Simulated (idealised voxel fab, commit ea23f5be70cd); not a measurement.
The document below concerns the process module designated voxel gate over fins.
FYI the section here is cut, 285 nm wide, cells are 5 nm squares.
Cross-section spec: square-cell grid; bands listed top down; each band is one or more rows.
The entry gives the band's vertical extent as a top height and a bottom height in nm, then its horizontal make-up as materials from left to right, each with a width in nm. "empty" stands for empty space; a single material marked "everywhere" fills the band edge to edge.
The level at which height equals 0 is the one under which the wafer, as it arrives, is entirely one material. No lower edge exists for the bottom band, which continues downward and is notated as in "0 down".
Read "30->40" as a graded width: first number on top, second number at the bottom, same change between each pair of neighbouring rows.
For the purposes of this document, the phrase "stayed the same" attached to a step denotes that no cell within the cross-section was modified by that step.
"Enclosed cavities" - sealed voids, min. 8 cells, no opening to top; format: width x height at distance (distance from left edge; nm throughout).
Whatever follows a step's settings on its line is a remark the simulator itself makes about that step.
If you see "overlay nm" on a step's line and that step has a mask, it's telling you how far right of where it was planned the mask ended up; a negative number means it went left instead.

Intended process steps:
1) RECEIVE,material Si
2) CONFORMAL_DEP,material SiN,thk nm 5
3) MASKED_ETCH,tone cover,mask id FINS,width nm 15,pitch nm 60,etch materials SiN,depth nm 5,overlay nm 0
4) MASKED_ETCH,tone cover,mask id FINS,width nm 15,pitch nm 60,etch materials Si,depth nm 35,overlay nm 0
5) OXIDIZE,depth nm 5
6) FILL_DEP,material SiO2,thk nm 5
7) CMP,height nm 5
8) PATTERN,tone open,mask id RAIL,material resist,width nm 15,thk nm 20,overlay nm 0
9) DIRECTIONAL_ETCH,etch materials SiO2,depth nm 35
10) STRIP,etch materials resist
11) CONFORMAL_DEP,material TiN,thk nm 5
12) FILL_DEP,material W,thk nm 10
13) CMP,height nm 5
14) SELECTIVE_ETCH,etch materials W Ru TiN,depth nm 30
15) FILL_DEP,material SiO2,thk nm 5
16) CMP,height nm 5
17) SELECTIVE_ETCH,etch materials SiO2,depth nm 20
18) STRIP,etch materials SiN
19) CONFORMAL_DEP,material HfO2,thk nm 5
20) CONFORMAL_DEP,material TiN,thk nm 5
21) FILL_DEP,material W,thk nm 10
22) CMP,height nm 15
23) CONFORMAL_DEP,material SiN,thk nm 10

On the first of the two wafers: run conducted according to plan:

Cross-sectional view of the wafer in its as-received condition, corresponding to the state after step 1:
  0 down = Si everywhere
  Enclosed cavities: none

After step 2: wafer cross-section:
  5 to 0 = SiN everywhere
  Below 0, no change.

After step 3: wafer cross-section:
  5 to 0 = empty=45  SiN=15  empty=45  SiN=15  empty=45  SiN=15  empty=45  SiN=15  empty=45
  Below 0, no change.

After step 4: wafer cross-section:
  5 to 0 = empty=45  SiN=15  empty=45  SiN=15  empty=45  SiN=15  empty=45  SiN=15  empty=45
  0 to -35 = empty=45  Si=15  empty=45  Si=15  empty=45  Si=15  empty=45  Si=15  empty=45
  Below -35, no change.

After step 5: wafer cross-section:
  5 to 0 = empty=45  SiN=15  empty=45  SiN=15  empty=45  SiN=15  empty=45  SiN=15  empty=45
  0 to -35 = empty=45  SiO2=5  Si=5  SiO2=5  empty=45  SiO2=5  Si=5  SiO2=5  empty=45  SiO2=5  Si=5  SiO2=5  empty=45  SiO2=5  Si=5  SiO2=5  empty=45
  -35 to -40 = SiO2=50  Si=5  SiO2=55  Si=5  SiO2=55  Si=5  SiO2=55  Si=5  SiO2=50
  Below -40, no change.

After step 6: wafer cross-section:
  10 to 5 = SiO2 everywhere
  5 to 0 = SiO2=45  SiN=15  SiO2=45  SiN=15  SiO2=45  SiN=15  SiO2=45  SiN=15  SiO2=45
  0 to -40 = SiO2=50  Si=5  SiO2=55  Si=5  SiO2=55  Si=5  SiO2=55  Si=5  SiO2=50
  Below -40, no change.

After step 7: wafer cross-section:
  5 to 0 = SiO2=45  SiN=15  SiO2=45  SiN=15  SiO2=45  SiN=15  SiO2=45  SiN=15  SiO2=45
  Below 0, no change.

After step 8: wafer cross-section:
  25 to 5 = resist=75  empty=15  resist=195
  Below 5, no change.

After step 9: wafer cross-section:
  25 to 5 = resist=75  empty=15  resist=195
  5 to 0 = SiO2=45  SiN=15  SiO2=15  empty=15  SiO2=15  SiN=15  SiO2=45  SiN=15  SiO2=45  SiN=15  SiO2=45
  0 to -30 = SiO2=50  Si=5  SiO2=20  empty=15  SiO2=20  Si=5  SiO2=55  Si=5  SiO2=55  Si=5  SiO2=50
  Below -30, no change.

After step 10: wafer cross-section:
  5 to 0 = SiO2=45  SiN=15  SiO2=15  empty=15  SiO2=15  SiN=15  SiO2=45  SiN=15  SiO2=45  SiN=15  SiO2=45
  Below 0, no change.

After step 11: wafer cross-section:
  10 to 5 = TiN=80  empty=5  TiN=200
  5 to 0 = SiO2=45  SiN=15  SiO2=15  TiN=5  empty=5  TiN=5  SiO2=15  SiN=15  SiO2=45  SiN=15  SiO2=45  SiN=15  SiO2=45
  0 to -25 = SiO2=50  Si=5  SiO2=20  TiN=5  empty=5  TiN=5  SiO2=20  Si=5  SiO2=55  Si=5  SiO2=55  Si=5  SiO2=50
  -25 to -30 = SiO2=50  Si=5  SiO2=20  TiN=15  SiO2=20  Si=5  SiO2=55  Si=5  SiO2=55  Si=5  SiO2=50
  Below -30, no change.

After step 12: wafer cross-section:
  20 to 10 = W everywhere
  10 to 5 = TiN=80  W=5  TiN=200
  5 to 0 = SiO2=45  SiN=15  SiO2=15  TiN=5  W=5  TiN=5  SiO2=15  SiN=15  SiO2=45  SiN=15  SiO2=45  SiN=15  SiO2=45
  0 to -25 = SiO2=50  Si=5  SiO2=20  TiN=5  W=5  TiN=5  SiO2=20  Si=5  SiO2=55  Si=5  SiO2=55  Si=5  SiO2=50
  Below -25, no change.

After step 13: wafer cross-section:
  5 to 0 = SiO2=45  SiN=15  SiO2=15  TiN=5  W=5  TiN=5  SiO2=15  SiN=15  SiO2=45  SiN=15  SiO2=45  SiN=15  SiO2=45
  Below 0, no change.

After step 14: wafer cross-section:
  5 to 0 = SiO2=45  SiN=15  SiO2=15  empty=15  SiO2=15  SiN=15  SiO2=45  SiN=15  SiO2=45  SiN=15  SiO2=45
  0 to -25 = SiO2=50  Si=5  SiO2=20  empty=15  SiO2=20  Si=5  SiO2=55  Si=5  SiO2=55  Si=5  SiO2=50
  Below -25, no change.

After step 15: wafer cross-section:
  10 to 5 = SiO2 everywhere
  5 to 0 = SiO2=45  SiN=15  SiO2=45  SiN=15  SiO2=45  SiN=15  SiO2=45  SiN=15  SiO2=45
  0 to -25 = SiO2=50  Si=5  SiO2=55  Si=5  SiO2=55  Si=5  SiO2=55  Si=5  SiO2=50
  Below -25, no change.

After step 16: wafer cross-section:
  5 to 0 = SiO2=45  SiN=15  SiO2=45  SiN=15  SiO2=45  SiN=15  SiO2=45  SiN=15  SiO2=45
  Below 0, no change.

After step 17: wafer cross-section:
  5 to 0 = empty=45  SiN=15  empty=45  SiN=15  empty=45  SiN=15  empty=45  SiN=15  empty=45
  0 to -15 = empty=50  Si=5  empty=55  Si=5  empty=55  Si=5  empty=55  Si=5  empty=50
  Below -15, no change.

After step 18: wafer cross-section:
  0 to -15 = empty=50  Si=5  empty=55  Si=5  empty=55  Si=5  empty=55  Si=5  empty=50
  Below -15, no change.

After step 19: wafer cross-section:
  5 to 0 = empty=45  HfO2=15  empty=45  HfO2=15  empty=45  HfO2=15  empty=45  HfO2=15  empty=45
  0 to -10 = empty=45  HfO2=5  Si=5  HfO2=5  empty=45  HfO2=5  Si=5  HfO2=5  empty=45  HfO2=5  Si=5  HfO2=5  empty=45  HfO2=5  Si=5  HfO2=5  empty=45
  -10 to -15 = HfO2=50  Si=5  HfO2=55  Si=5  HfO2=55  Si=5  HfO2=55  Si=5  HfO2=50
  Below -15, no change.

After step 20: wafer cross-section:
  10 to 5 = empty=40  TiN=25  empty=35  TiN=25  empty=35  TiN=25  empty=35  TiN=25  empty=40
  5 to 0 = empty=40  TiN=5  HfO2=15  TiN=5  empty=35  TiN=5  HfO2=15  TiN=5  empty=35  TiN=5  HfO2=15  TiN=5  empty=35  TiN=5  HfO2=15  TiN=5  empty=40
  0 to -5 = empty=40  TiN=5  HfO2=5  Si=5  HfO2=5  TiN=5  empty=35  TiN=5  HfO2=5  Si=5  HfO2=5  TiN=5  empty=35  TiN=5  HfO2=5  Si=5  HfO2=5  TiN=5  empty=35  TiN=5  HfO2=5  Si=5  HfO2=5  TiN=5  empty=40
  -5 to -10 = TiN=45  HfO2=5  Si=5  HfO2=5  TiN=45  HfO2=5  Si=5  HfO2=5  TiN=45  HfO2=5  Si=5  HfO2=5  TiN=45  HfO2=5  Si=5  HfO2=5  TiN=45
  Below -10, no change.

After step 21: wafer cross-section:
  20 to 10 = W everywhere
  10 to 5 = W=40  TiN=25  W=35  TiN=25  W=35  TiN=25  W=35  TiN=25  W=40
  5 to 0 = W=40  TiN=5  HfO2=15  TiN=5  W=35  TiN=5  HfO2=15  TiN=5  W=35  TiN=5  HfO2=15  TiN=5  W=35  TiN=5  HfO2=15  TiN=5  W=40
  0 to -5 = W=40  TiN=5  HfO2=5  Si=5  HfO2=5  TiN=5  W=35  TiN=5  HfO2=5  Si=5  HfO2=5  TiN=5  W=35  TiN=5  HfO2=5  Si=5  HfO2=5  TiN=5  W=35  TiN=5  HfO2=5  Si=5  HfO2=5  TiN=5  W=40
  Below -5, no change.

After step 22: wafer cross-section:
  15 to 10 = W everywhere
  Below 10, no change.

After step 23: wafer cross-section:
  25 to 15 = SiN everywhere
  Below 15, no change.

The Second Wafer: Common Origin and Plan, One Mistake in Execution, Identical to the First Through Step 7:

Cross-section, second wafer, at the end time the plan gives for step 8:
  25 to 5 = resist=70  empty=25  resist=190
  Below 5, no change.

Cross-section, second wafer, at the end time the plan gives for step 9:
  25 to 5 = resist=70  empty=25  resist=190
  5 to 0 = SiO2=45  SiN=15  SiO2=10  empty=25  SiO2=10  SiN=15  SiO2=45  SiN=15  SiO2=45  SiN=15  SiO2=45
  0 to -30 = SiO2=50  Si=5  SiO2=15  empty=25  SiO2=15  Si=5  SiO2=55  Si=5  SiO2=55  Si=5  SiO2=50
  Below -30, no change.

Cross-section, second wafer, at the end time the plan gives for step 10:
  5 to 0 = SiO2=45  SiN=15  SiO2=10  empty=25  SiO2=10  SiN=15  SiO2=45  SiN=15  SiO2=45  SiN=15  SiO2=45
  Below 0, no change.

Cross-section, second wafer, at the end time the plan gives for step 11:
  10 to 5 = TiN=75  empty=15  TiN=195
  5 to 0 = SiO2=45  SiN=15  SiO2=10  TiN=5  empty=15  TiN=5  SiO2=10  SiN=15  SiO2=45  SiN=15  SiO2=45  SiN=15  SiO2=45
  0 to -25 = SiO2=50  Si=5  SiO2=15  TiN=5  empty=15  TiN=5  SiO2=15  Si=5  SiO2=55  Si=5  SiO2=55  Si=5  SiO2=50
  -25 to -30 = SiO2=50  Si=5  SiO2=15  TiN=25  SiO2=15  Si=5  SiO2=55  Si=5  SiO2=55  Si=5  SiO2=50
  Below -30, no change.

Cross-section, second wafer, at the end time the plan gives for step 12:
  20 to 10 = W everywhere
  10 to 5 = TiN=75  W=15  TiN=195
  5 to 0 = SiO2=45  SiN=15  SiO2=10  TiN=5  W=15  TiN=5  SiO2=10  SiN=15  SiO2=45  SiN=15  SiO2=45  SiN=15  SiO2=45
  0 to -25 = SiO2=50  Si=5  SiO2=15  TiN=5  W=15  TiN=5  SiO2=15  Si=5  SiO2=55  Si=5  SiO2=55  Si=5  SiO2=50
  Below -25, no change.

Cross-section, second wafer, at the end time the plan gives for step 13:
  5 to 0 = SiO2=45  SiN=15  SiO2=10  TiN=5  W=15  TiN=5  SiO2=10  SiN=15  SiO2=45  SiN=15  SiO2=45  SiN=15  SiO2=45
  Below 0, no change.

Cross-section, second wafer, at the end time the plan gives for step 14:
  5 to 0 = SiO2=45  SiN=15  SiO2=10  empty=25  SiO2=10  SiN=15  SiO2=45  SiN=15  SiO2=45  SiN=15  SiO2=45
  0 to -25 = SiO2=50  Si=5  SiO2=15  empty=25  SiO2=15  Si=5  SiO2=55  Si=5  SiO2=55  Si=5  SiO2=50
  Below -25, no change.

Cross-section, second wafer, at the end time the plan gives for step 15:
  10 to 5 = SiO2 everywhere
  5 to 0 = SiO2=45  SiN=15  SiO2=45  SiN=15  SiO2=45  SiN=15  SiO2=45  SiN=15  SiO2=45
  0 to -25 = SiO2=50  Si=5  SiO2=55  Si=5  SiO2=55  Si=5  SiO2=55  Si=5  SiO2=50
  Below -25, no change.

Cross-section, second wafer, at the end time the plan gives for step 16:
  5 to 0 = SiO2=45  SiN=15  SiO2=45  SiN=15  SiO2=45  SiN=15  SiO2=45  SiN=15  SiO2=45
  Below 0, no change.

Cross-section, second wafer, at the end time the plan gives for step 17:
  5 to 0 = empty=45  SiN=15  empty=45  SiN=15  empty=45  SiN=15  empty=45  SiN=15  empty=45
  0 to -15 = empty=50  Si=5  empty=55  Si=5  empty=55  Si=5  empty=55  Si=5  empty=50
  Below -15, no change.

Cross-section, second wafer, at the end time the plan gives for step 18:
  0 to -15 = empty=50  Si=5  empty=55  Si=5  empty=55  Si=5  empty=55  Si=5  empty=50
  Below -15, no change.

Cross-section, second wafer, at the end time the plan gives for step 19:
  5 to 0 = empty=45  HfO2=15  empty=45  HfO2=15  empty=45  HfO2=15  empty=45  HfO2=15  empty=45
  0 to -10 = empty=45  HfO2=5  Si=5  HfO2=5  empty=45  HfO2=5  Si=5  HfO2=5  empty=45  HfO2=5  Si=5  HfO2=5  empty=45  HfO2=5  Si=5  HfO2=5  empty=45
  -10 to -15 = HfO2=50  Si=5  HfO2=55  Si=5  HfO2=55  Si=5  HfO2=55  Si=5  HfO2=50
  Below -15, no change.

Cross-section, second wafer, at the end time the plan gives for step 20:
  10 to 5 = empty=40  TiN=25  empty=35  TiN=25  empty=35  TiN=25  empty=35  TiN=25  empty=40
  5 to 0 = empty=40  TiN=5  HfO2=15  TiN=5  empty=35  TiN=5  HfO2=15  TiN=5  empty=35  TiN=5  HfO2=15  TiN=5  empty=35  TiN=5  HfO2=15  TiN=5  empty=40
  0 to -5 = empty=40  TiN=5  HfO2=5  Si=5  HfO2=5  TiN=5  empty=35  TiN=5  HfO2=5  Si=5  HfO2=5  TiN=5  empty=35  TiN=5  HfO2=5  Si=5  HfO2=5  TiN=5  empty=35  TiN=5  HfO2=5  Si=5  HfO2=5  TiN=5  empty=40
  -5 to -10 = TiN=45  HfO2=5  Si=5  HfO2=5  TiN=45  HfO2=5  Si=5  HfO2=5  TiN=45  HfO2=5  Si=5  HfO2=5  TiN=45  HfO2=5  Si=5  HfO2=5  TiN=45
  Below -10, no change.

Cross-section, second wafer, at the end time the plan gives for step 21:
  20 to 10 = W everywhere
  10 to 5 = W=40  TiN=25  W=35  TiN=25  W=35  TiN=25  W=35  TiN=25  W=40
  5 to 0 = W=40  TiN=5  HfO2=15  TiN=5  W=35  TiN=5  HfO2=15  TiN=5  W=35  TiN=5  HfO2=15  TiN=5  W=35  TiN=5  HfO2=15  TiN=5  W=40
  0 to -5 = W=40  TiN=5  HfO2=5  Si=5  HfO2=5  TiN=5  W=35  TiN=5  HfO2=5  Si=5  HfO2=5  TiN=5  W=35  TiN=5  HfO2=5  Si=5  HfO2=5  TiN=5  W=35  TiN=5  HfO2=5  Si=5  HfO2=5  TiN=5  W=40
  Below -5, no change.

Cross-section, second wafer, at the end time the plan gives for step 22:
  15 to 10 = W everywhere
  Below 10, no change.

Cross-section, second wafer, at the end time the plan gives for step 23:
  25 to 15 = SiN everywhere
  Below 15, no change.
Against the plan, the run slipped here: heads up, step 8 didn't go per plan, it actually ran as PATTERN,tone open,mask id RAIL,material resist,width nm 25,thk nm 20,overlay nm 0
Once processing is complete, comparing cell counts shows that the second wafer has more or fewer of certain materials than the first: 2 fewer of SiO2; 2 more of TiN
